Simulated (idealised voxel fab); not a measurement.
Process module, titled voxel gate over fins
In the cross-section labelled cut, the width is 200 nm and each square cell is 5 nm.
Bands, listed from the top down, are how a cross-section gets written in this document; the cross-section itself is a grid of square cells, and a band is one or more rows of them. Heights first: top, then bottom, in nm. Then materials, left to right, each with a width in nm. "everywhere" on a single material: fills the band edge to edge. "empty": empty space. Height 0 is the level under which the wafer as received is all one material. The lowest band goes on downwards, as in "top 0, no bottom". It should be noted that a width expressed as "30 to 40" varies in equal increments from row to row of cells within the band, taking the value of the first number at the top row and that of the second number at the bottom row. The designation "no change", where it is given for a processing step, indicates that no cell of the cross-section was altered in the course of that step. The list in "Voids lacking openings" covers empty spaces of 8 cells or more that cannot reach the top through any open way, and it gives each as width x height at distance; the distance is from the left edge, and width, height and distance are in nm. Where a step's line continues beyond its settings, the continuation is a remark by the simulator itself on that step. A step line may carry the setting "overlay nm", which, for steps involving a mask, states the distance by which the mask lay to the right of its intended position; negative values denote displacement to the left.
The planned process steps are enumerated hereunder:
1. RECEIVE, material Si
2. CONFORMAL_DEP, material SiN, thk nm 10
3. DIRECTIONAL_DEP, material aC, thk nm 15
4. PATTERN, tone cover, mask id FINS, material resist, width nm 15, pitch nm 40, thk nm 35, overlay nm 0
5. DIRECTIONAL_ETCH, etch materials aC, depth nm 15
6. STRIP, etch materials resist
7. DIRECTIONAL_ETCH, etch materials SiN, depth nm 10
8. DIRECTIONAL_ETCH, etch materials Si, depth nm 35
9. STRIP, etch materials aC
10. OXIDIZE, depth nm 5
11. FILL_DEP, material SiO2, thk nm 15
12. CMP, height nm 10
13. SELECTIVE_ETCH, etch materials SiO2, depth nm 25
14. STRIP, etch materials SiN
15. CONFORMAL_DEP, material HfO2, thk nm 5
16. CONFORMAL_DEP, material TiN, thk nm 5
17. CONFORMAL_DEP, material TiAl, thk nm 5
18. CONFORMAL_DEP, material TiN, thk nm 5
19. FILL_DEP, material W, thk nm 10
20. CMP, height nm 25
21. CONFORMAL_DEP, material SiCN, thk nm 5
Account of the first of two wafers, which was processed as intended:
Received-state cross-section, reflecting completion of step 1:
* top 0, no bottom  Si everywhere
* Voids lacking openings: none
Wafer section view after processing step 2:
* top 10, bottom 0  SiN everywhere
* Under 0: no change, same as before.
Wafer section view after processing step 3:
* top 25, bottom 10  aC everywhere
* Under 10: no change, same as before.
Wafer section view after processing step 4:
* top 60, bottom 25  50 nm empty / 15 nm resist / 25 nm empty / 15 nm resist / 25 nm empty / 15 nm resist / 55 nm empty
* Under 25: no change, same as before.
Wafer section view after processing step 5:
* top 45, bottom 25  50 nm empty / 15 nm resist / 25 nm empty / 15 nm resist / 25 nm empty / 15 nm resist / 55 nm empty
* top 25, bottom 10  50 nm empty / 15 nm aC / 25 nm empty / 15 nm aC / 25 nm empty / 15 nm aC / 55 nm empty
* Under 10: no change, same as before.
Wafer section view after processing step 6:
* top 25, bottom 10  50 nm empty / 15 nm aC / 25 nm empty / 15 nm aC / 25 nm empty / 15 nm aC / 55 nm empty
* Under 10: no change, same as before.
Wafer section view after processing step 7:
* top 25, bottom 10  50 nm empty / 15 nm aC / 25 nm empty / 15 nm aC / 25 nm empty / 15 nm aC / 55 nm empty
* top 10, bottom 0  50 nm empty / 15 nm SiN / 25 nm empty / 15 nm SiN / 25 nm empty / 15 nm SiN / 55 nm empty
* Under 0: no change, same as before.
Wafer section view after processing step 8:
* top 25, bottom 10  50 nm empty / 15 nm aC / 25 nm empty / 15 nm aC / 25 nm empty / 15 nm aC / 55 nm empty
* top 10, bottom 0  50 nm empty / 15 nm SiN / 25 nm empty / 15 nm SiN / 25 nm empty / 15 nm SiN / 55 nm empty
* top 0, bottom -35  50 nm empty / 15 nm Si / 25 nm empty / 15 nm Si / 25 nm empty / 15 nm Si / 55 nm empty
* Under -35: no change, same as before.
Wafer section view after processing step 9:
* top 10, bottom 0  50 nm empty / 15 nm SiN / 25 nm empty / 15 nm SiN / 25 nm empty / 15 nm SiN / 55 nm empty
* Under 0: no change, same as before.
Wafer section view after processing step 10:
* top 10, bottom 0  50 nm empty / 15 nm SiN / 25 nm empty / 15 nm SiN / 25 nm empty / 15 nm SiN / 55 nm empty
* top 0, bottom -35  50 nm empty / 5 nm SiO2 / 5 nm Si / 5 nm SiO2 / 25 nm empty / 5 nm SiO2 / 5 nm Si / 5 nm SiO2 / 25 nm empty / 5 nm SiO2 / 5 nm Si / 5 nm SiO2 / 55 nm empty
* top -35, bottom -40  55 nm SiO2 / 5 nm Si / 35 nm SiO2 / 5 nm Si / 35 nm SiO2 / 5 nm Si / 60 nm SiO2
* Under -40: no change, same as before.
Wafer section view after processing step 11:
* top 25, bottom 10  SiO2 everywhere
* top 10, bottom 0  50 nm SiO2 / 15 nm SiN / 25 nm SiO2 / 15 nm SiN / 25 nm SiO2 / 15 nm SiN / 55 nm SiO2
* top 0, bottom -40  55 nm SiO2 / 5 nm Si / 35 nm SiO2 / 5 nm Si / 35 nm SiO2 / 5 nm Si / 60 nm SiO2
* Under -40: no change, same as before.
Wafer section view after processing step 12:
* top 10, bottom 0  50 nm SiO2 / 15 nm SiN / 25 nm SiO2 / 15 nm SiN / 25 nm SiO2 / 15 nm SiN / 55 nm SiO2
* Under 0: no change, same as before.
Wafer section view after processing step 13:
* top 10, bottom 0  50 nm empty / 15 nm SiN / 25 nm empty / 15 nm SiN / 25 nm empty / 15 nm SiN / 55 nm empty
* top 0, bottom -15  55 nm empty / 5 nm Si / 35 nm empty / 5 nm Si / 35 nm empty / 5 nm Si / 60 nm empty
* Under -15: no change, same as before.
Wafer section view after processing step 14:
* top 0, bottom -15  55 nm empty / 5 nm Si / 35 nm empty / 5 nm Si / 35 nm empty / 5 nm Si / 60 nm empty
* Under -15: no change, same as before.
Wafer section view after processing step 15:
* top 5, bottom 0  50 nm empty / 15 nm HfO2 / 25 nm empty / 15 nm HfO2 / 25 nm empty / 15 nm HfO2 / 55 nm empty
* top 0, bottom -10  50 nm empty / 5 nm HfO2 / 5 nm Si / 5 nm HfO2 / 25 nm empty / 5 nm HfO2 / 5 nm Si / 5 nm HfO2 / 25 nm empty / 5 nm HfO2 / 5 nm Si / 5 nm HfO2 / 55 nm empty
* top -10, bottom -15  55 nm HfO2 / 5 nm Si / 35 nm HfO2 / 5 nm Si / 35 nm HfO2 / 5 nm Si / 60 nm HfO2
* Under -15: no change, same as before.
Wafer section view after processing step 16:
* top 10, bottom 5  45 nm empty / 25 nm TiN / 15 nm empty / 25 nm TiN / 15 nm empty / 25 nm TiN / 50 nm empty
* top 5, bottom 0  45 nm empty / 5 nm TiN / 15 nm HfO2 / 5 nm TiN / 15 nm empty / 5 nm TiN / 15 nm HfO2 / 5 nm TiN / 15 nm empty / 5 nm TiN / 15 nm HfO2 / 5 nm TiN / 50 nm empty
* top 0, bottom -5  45 nm empty / 5 nm TiN / 5 nm HfO2 / 5 nm Si / 5 nm HfO2 / 5 nm TiN / 15 nm empty / 5 nm TiN / 5 nm HfO2 / 5 nm Si / 5 nm HfO2 / 5 nm TiN / 15 nm empty / 5 nm TiN / 5 nm HfO2 / 5 nm Si / 5 nm HfO2 / 5 nm TiN / 50 nm empty
* top -5, bottom -10  50 nm TiN / 5 nm HfO2 / 5 nm Si / 5 nm HfO2 / 25 nm TiN / 5 nm HfO2 / 5 nm Si / 5 nm HfO2 / 25 nm TiN / 5 nm HfO2 / 5 nm Si / 5 nm HfO2 / 55 nm TiN
* Under -10: no change, same as before.
Wafer section view after processing step 17:
* top 15, bottom 10  40 nm empty / 35 nm TiAl / 5 nm empty / 35 nm TiAl / 5 nm empty / 35 nm TiAl / 45 nm empty
* top 10, bottom 5  40 nm empty / 5 nm TiAl / 25 nm TiN / 5 nm TiAl / 5 nm empty / 5 nm TiAl / 25 nm TiN / 5 nm TiAl / 5 nm empty / 5 nm TiAl / 25 nm TiN / 5 nm TiAl / 45 nm empty
* top 5, bottom 0  40 nm empty / 5 nm TiAl / 5 nm TiN / 15 nm HfO2 / 5 nm TiN / 5 nm TiAl / 5 nm empty / 5 nm TiAl / 5 nm TiN / 15 nm HfO2 / 5 nm TiN / 5 nm TiAl / 5 nm empty / 5 nm TiAl / 5 nm TiN / 15 nm HfO2 / 5 nm TiN / 5 nm TiAl / 45 nm empty
* top 0, bottom -5  45 nm TiAl / 5 nm TiN / 5 nm HfO2 / 5 nm Si / 5 nm HfO2 / 5 nm TiN / 15 nm TiAl / 5 nm TiN / 5 nm HfO2 / 5 nm Si / 5 nm HfO2 / 5 nm TiN / 15 nm TiAl / 5 nm TiN / 5 nm HfO2 / 5 nm Si / 5 nm HfO2 / 5 nm TiN / 50 nm TiAl
* Under -5: no change, same as before.
Wafer section view after processing step 18:
* top 20, bottom 15  35 nm empty / 125 nm TiN / 40 nm empty
* top 15, bottom 10  35 nm empty / 5 nm TiN / 35 nm TiAl / 5 nm TiN / 35 nm TiAl / 5 nm TiN / 35 nm TiAl / 5 nm TiN / 40 nm empty
* top 10, bottom 5  35 nm empty / 5 nm TiN / 5 nm TiAl / 25 nm TiN / 5 nm TiAl / 5 nm TiN / 5 nm TiAl / 25 nm TiN / 5 nm TiAl / 5 nm TiN / 5 nm TiAl / 25 nm TiN / 5 nm TiAl / 5 nm TiN / 40 nm empty
* top 5, bottom 0  40 nm TiN / 5 nm TiAl / 5 nm TiN / 15 nm HfO2 / 5 nm TiN / 5 nm TiAl / 5 nm TiN / 5 nm TiAl / 5 nm TiN / 15 nm HfO2 / 5 nm TiN / 5 nm TiAl / 5 nm TiN / 5 nm TiAl / 5 nm TiN / 15 nm HfO2 / 5 nm TiN / 5 nm TiAl / 45 nm TiN
* Under 0: no change, same as before.
Wafer section view after processing step 19:
* top 30, bottom 20  W everywhere
* top 20, bottom 15  35 nm W / 125 nm TiN / 40 nm W
* top 15, bottom 10  35 nm W / 5 nm TiN / 35 nm TiAl / 5 nm TiN / 35 nm TiAl / 5 nm TiN / 35 nm TiAl / 5 nm TiN / 40 nm W
* top 10, bottom 5  35 nm W / 5 nm TiN / 5 nm TiAl / 25 nm TiN / 5 nm TiAl / 5 nm TiN / 5 nm TiAl / 25 nm TiN / 5 nm TiAl / 5 nm TiN / 5 nm TiAl / 25 nm TiN / 5 nm TiAl / 5 nm TiN / 40 nm W
* Under 5: no change, same as before.
Wafer section view after processing step 20:
* top 25, bottom 20  W everywhere
* Under 20: no change, same as before.
Wafer section view after processing step 21:
* top 30, bottom 25  SiCN everywhere
* Under 25: no change, same as before.
The Second Wafer: Common Origin and Plan, One Mistake in Execution, Identical to the First Through Step 3:
Second wafer, sectioned view, at step 4's planned end time:
* top 60, bottom 25  55 nm empty / 15 nm resist / 25 nm empty / 15 nm resist / 25 nm empty / 15 nm resist / 50 nm empty
* Under 25: no change, same as before.
Second wafer, sectioned view, at step 5's planned end time:
* top 45, bottom 25  55 nm empty / 15 nm resist / 25 nm empty / 15 nm resist / 25 nm empty / 15 nm resist / 50 nm empty
* top 25, bottom 10  55 nm empty / 15 nm aC / 25 nm empty / 15 nm aC / 25 nm empty / 15 nm aC / 50 nm empty
* Under 10: no change, same as before.
Second wafer, sectioned view, at step 6's planned end time:
* top 25, bottom 10  55 nm empty / 15 nm aC / 25 nm empty / 15 nm aC / 25 nm empty / 15 nm aC / 50 nm empty
* Under 10: no change, same as before.
Second wafer, sectioned view, at step 7's planned end time:
* top 25, bottom 10  55 nm empty / 15 nm aC / 25 nm empty / 15 nm aC / 25 nm empty / 15 nm aC / 50 nm empty
* top 10, bottom 0  55 nm empty / 15 nm SiN / 25 nm empty / 15 nm SiN / 25 nm empty / 15 nm SiN / 50 nm empty
* Under 0: no change, same as before.
Second wafer, sectioned view, at step 8's planned end time:
* top 25, bottom 10  55 nm empty / 15 nm aC / 25 nm empty / 15 nm aC / 25 nm empty / 15 nm aC / 50 nm empty
* top 10, bottom 0  55 nm empty / 15 nm SiN / 25 nm empty / 15 nm SiN / 25 nm empty / 15 nm SiN / 50 nm empty
* top 0, bottom -35  55 nm empty / 15 nm Si / 25 nm empty / 15 nm Si / 25 nm empty / 15 nm Si / 50 nm empty
* Under -35: no change, same as before.
Second wafer, sectioned view, at step 9's planned end time:
* top 10, bottom 0  55 nm empty / 15 nm SiN / 25 nm empty / 15 nm SiN / 25 nm empty / 15 nm SiN / 50 nm empty
* Under 0: no change, same as before.
Second wafer, sectioned view, at step 10's planned end time:
* top 10, bottom 0  55 nm empty / 15 nm SiN / 25 nm empty / 15 nm SiN / 25 nm empty / 15 nm SiN / 50 nm empty
* top 0, bottom -35  55 nm empty / 5 nm SiO2 / 5 nm Si / 5 nm SiO2 / 25 nm empty / 5 nm SiO2 / 5 nm Si / 5 nm SiO2 / 25 nm empty / 5 nm SiO2 / 5 nm Si / 5 nm SiO2 / 50 nm empty
* top -35, bottom -40  60 nm SiO2 / 5 nm Si / 35 nm SiO2 / 5 nm Si / 35 nm SiO2 / 5 nm Si / 55 nm SiO2
* Under -40: no change, same as before.
Second wafer, sectioned view, at step 11's planned end time:
* top 25, bottom 10  SiO2 everywhere
* top 10, bottom 0  55 nm SiO2 / 15 nm SiN / 25 nm SiO2 / 15 nm SiN / 25 nm SiO2 / 15 nm SiN / 50 nm SiO2
* top 0, bottom -40  60 nm SiO2 / 5 nm Si / 35 nm SiO2 / 5 nm Si / 35 nm SiO2 / 5 nm Si / 55 nm SiO2
* Under -40: no change, same as before.
Second wafer, sectioned view, at step 12's planned end time:
* top 10, bottom 0  55 nm SiO2 / 15 nm SiN / 25 nm SiO2 / 15 nm SiN / 25 nm SiO2 / 15 nm SiN / 50 nm SiO2
* Under 0: no change, same as before.
Second wafer, sectioned view, at step 13's planned end time:
* top 10, bottom 0  55 nm empty / 15 nm SiN / 25 nm empty / 15 nm SiN / 25 nm empty / 15 nm SiN / 50 nm empty
* top 0, bottom -15  60 nm empty / 5 nm Si / 35 nm empty / 5 nm Si / 35 nm empty / 5 nm Si / 55 nm empty
* Under -15: no change, same as before.
Second wafer, sectioned view, at step 14's planned end time:
* top 0, bottom -15  60 nm empty / 5 nm Si / 35 nm empty / 5 nm Si / 35 nm empty / 5 nm Si / 55 nm empty
* Under -15: no change, same as before.
Second wafer, sectioned view, at step 15's planned end time:
* top 5, bottom 0  55 nm empty / 15 nm HfO2 / 25 nm empty / 15 nm HfO2 / 25 nm empty / 15 nm HfO2 / 50 nm empty
* top 0, bottom -10  55 nm empty / 5 nm HfO2 / 5 nm Si / 5 nm HfO2 / 25 nm empty / 5 nm HfO2 / 5 nm Si / 5 nm HfO2 / 25 nm empty / 5 nm HfO2 / 5 nm Si / 5 nm HfO2 / 50 nm empty
* top -10, bottom -15  60 nm HfO2 / 5 nm Si / 35 nm HfO2 / 5 nm Si / 35 nm HfO2 / 5 nm Si / 55 nm HfO2
* Under -15: no change, same as before.
Second wafer, sectioned view, at step 16's planned end time:
* top 10, bottom 5  50 nm empty / 25 nm TiN / 15 nm empty / 25 nm TiN / 15 nm empty / 25 nm TiN / 45 nm empty
* top 5, bottom 0  50 nm empty / 5 nm TiN / 15 nm HfO2 / 5 nm TiN / 15 nm empty / 5 nm TiN / 15 nm HfO2 / 5 nm TiN / 15 nm empty / 5 nm TiN / 15 nm HfO2 / 5 nm TiN / 45 nm empty
* top 0, bottom -5  50 nm empty / 5 nm TiN / 5 nm HfO2 / 5 nm Si / 5 nm HfO2 / 5 nm TiN / 15 nm empty / 5 nm TiN / 5 nm HfO2 / 5 nm Si / 5 nm HfO2 / 5 nm TiN / 15 nm empty / 5 nm TiN / 5 nm HfO2 / 5 nm Si / 5 nm HfO2 / 5 nm TiN / 45 nm empty
* top -5, bottom -10  55 nm TiN / 5 nm HfO2 / 5 nm Si / 5 nm HfO2 / 25 nm TiN / 5 nm HfO2 / 5 nm Si / 5 nm HfO2 / 25 nm TiN / 5 nm HfO2 / 5 nm Si / 5 nm HfO2 / 50 nm TiN
* Under -10: no change, same as before.
Second wafer, sectioned view, at step 17's planned end time:
* top 15, bottom 10  45 nm empty / 35 nm TiAl / 5 nm empty / 35 nm TiAl / 5 nm empty / 35 nm TiAl / 40 nm empty
* top 10, bottom 5  45 nm empty / 5 nm TiAl / 25 nm TiN / 5 nm TiAl / 5 nm empty / 5 nm TiAl / 25 nm TiN / 5 nm TiAl / 5 nm empty / 5 nm TiAl / 25 nm TiN / 5 nm TiAl / 40 nm empty
* top 5, bottom 0  45 nm empty / 5 nm TiAl / 5 nm TiN / 15 nm HfO2 / 5 nm TiN / 5 nm TiAl / 5 nm empty / 5 nm TiAl / 5 nm TiN / 15 nm HfO2 / 5 nm TiN / 5 nm TiAl / 5 nm empty / 5 nm TiAl / 5 nm TiN / 15 nm HfO2 / 5 nm TiN / 5 nm TiAl / 40 nm empty
* top 0, bottom -5  50 nm TiAl / 5 nm TiN / 5 nm HfO2 / 5 nm Si / 5 nm HfO2 / 5 nm TiN / 15 nm TiAl / 5 nm TiN / 5 nm HfO2 / 5 nm Si / 5 nm HfO2 / 5 nm TiN / 15 nm TiAl / 5 nm TiN / 5 nm HfO2 / 5 nm Si / 5 nm HfO2 / 5 nm TiN / 45 nm TiAl
* Under -5: no change, same as before.
Second wafer, sectioned view, at step 18's planned end time:
* top 20, bottom 15  40 nm empty / 125 nm TiN / 35 nm empty
* top 15, bottom 10  40 nm empty / 5 nm TiN / 35 nm TiAl / 5 nm TiN / 35 nm TiAl / 5 nm TiN / 35 nm TiAl / 5 nm TiN / 35 nm empty
* top 10, bottom 5  40 nm empty / 5 nm TiN / 5 nm TiAl / 25 nm TiN / 5 nm TiAl / 5 nm TiN / 5 nm TiAl / 25 nm TiN / 5 nm TiAl / 5 nm TiN / 5 nm TiAl / 25 nm TiN / 5 nm TiAl / 5 nm TiN / 35 nm empty
* top 5, bottom 0  45 nm TiN / 5 nm TiAl / 5 nm TiN / 15 nm HfO2 / 5 nm TiN / 5 nm TiAl / 5 nm TiN / 5 nm TiAl / 5 nm TiN / 15 nm HfO2 / 5 nm TiN / 5 nm TiAl / 5 nm TiN / 5 nm TiAl / 5 nm TiN / 15 nm HfO2 / 5 nm TiN / 5 nm TiAl / 40 nm TiN
* Under 0: no change, same as before.
Second wafer, sectioned view, at step 19's planned end time:
* top 30, bottom 20  W everywhere
* top 20, bottom 15  40 nm W / 125 nm TiN / 35 nm W
* top 15, bottom 10  40 nm W / 5 nm TiN / 35 nm TiAl / 5 nm TiN / 35 nm TiAl / 5 nm TiN / 35 nm TiAl / 5 nm TiN / 35 nm W
* top 10, bottom 5  40 nm W / 5 nm TiN / 5 nm TiAl / 25 nm TiN / 5 nm TiAl / 5 nm TiN / 5 nm TiAl / 25 nm TiN / 5 nm TiAl / 5 nm TiN / 5 nm TiAl / 25 nm TiN / 5 nm TiAl / 5 nm TiN / 35 nm W
* Under 5: no change, same as before.
Second wafer, sectioned view, at step 20's planned end time:
* top 25, bottom 20  W everywhere
* Under 20: no change, same as before.
Second wafer, sectioned view, at step 21's planned end time:
* top 30, bottom 25  SiCN everywhere
* Under 25: no change, same as before.
Finding, execution versus plan: step 4 was processed under conditions differing from the plan, specifically as PATTERN, tone cover, mask id FINS, material resist, width nm 15, pitch nm 40, thk nm 35, overlay nm 5
End check, second vs first wafer: material counts in cells match, positions do not.
